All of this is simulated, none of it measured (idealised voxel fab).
Process module under the name voxel ribs on slabs
We display cut, a cross-section 140 nm in width whose square cells are each 5 nm.
For the purposes of this document, a cross-section shall be understood as a grid of square cells, specified as bands listed in top-to-bottom order, each band consisting of one or more rows of cells.
First you get the band's top height and its bottom height, in nm, and then the materials it's made of, left to right, with each width in nm. If you see a single material with "throughout", that one covers the band edge to edge. "blank" is empty space.
The reference from which all heights are counted is 0, the level beneath which the as-received wafer is entirely one material; the lowest band, having no lower bound, proceeds downward and is written after the example "0 nm and below".
You'd read "30 to 40" like this: the band's top row of cells is as wide as the first number, its bottom row is as wide as the second, and going down, every row changes width by the same amount as the row before did.
Reading "remained the same" for a step: not a cell of the cross-section changed in it.
Closed voids list: empty space of 8 cells or more with no open way to the top, each as width x height at its distance from the left edge, in nm
Step line, after settings: the simulator's comment on this step.
If you see "overlay nm" on a step's line and that step has a mask, it's telling you how far right of where it was planned the mask ended up; a negative number means it went left instead.
plan
1: RECEIVE with material Si
2: DIRECTIONAL_DEP with material SiO2, thk nm 20
3: DIRECTIONAL_DEP with material polySi, thk nm 25
4: PATTERN with tone cover, mask id RIB, material resist, width nm 30, thk nm 15, overlay nm 0
5: DIRECTIONAL_ETCH with etch materials polySi, depth nm 10
6: STRIP with etch materials resist
7: DIRECTIONAL_DEP with material aC, thk nm 15
8: PATTERN with tone cover, mask id SLAB, material resist, width nm 90, thk nm 30, overlay nm 0
9: DIRECTIONAL_ETCH with etch materials aC, depth nm 15
10: STRIP with etch materials resist
11: DIRECTIONAL_ETCH with etch materials polySi, depth nm 15
12: STRIP with etch materials aC
13: FILL_DEP with material SiO2, thk nm 25
14: CMP with height nm 60
15: DIRECTIONAL_DEP with material W, thk nm 10
16: MASKED_ETCH with tone cover, mask id HEATER, width nm 40, etch materials W, depth nm 10, overlay nm 0
17: CONFORMAL_DEP with material SiN, thk nm 10
Incoming wafer, cross-sectional view, post step 1
	0 nm and below = Si throughout
	Closed voids list: none
Run as planned - first of the two wafers cross-sectioned at the end of the module
	80 nm to 70 nm = blank=40, SiN=60, blank=40
	70 nm to 60 nm = SiN=50, W=40, SiN=50
	60 nm to 45 nm = SiO2 throughout
	45 nm to 35 nm = SiO2=55, polySi=30, SiO2=55
	35 nm to 20 nm = SiO2=25, polySi=90, SiO2=25
	20 nm to 0 nm = SiO2 throughout
	0 nm and below = Si throughout
	Closed voids list: none
Wafer two, end of module, cross-section. Same start, same plan as wafer one. One mistake in the run
	80 nm to 70 nm = blank=40, SiN=60, blank=40
	70 nm to 60 nm = SiN=50, W=40, SiN=50
	60 nm to 45 nm = SiO2 throughout
	45 nm to 35 nm = SiO2=60, polySi=25, SiO2=55
	35 nm to 20 nm = SiO2=25, polySi=90, SiO2=25
	20 nm to 0 nm = SiO2 throughout
	0 nm and below = Si throughout
	Closed voids list: none
The plan and the run diverged here: not per plan at step 4, really ran PATTERN with tone cover, mask id RIB, material resist, width nm 25, thk nm 15, overlay nm 0
Once processing is complete, comparing cell counts shows that the second wafer has more or fewer of certain materials than the first: 2 more of SiO2; 2 fewer of polySi
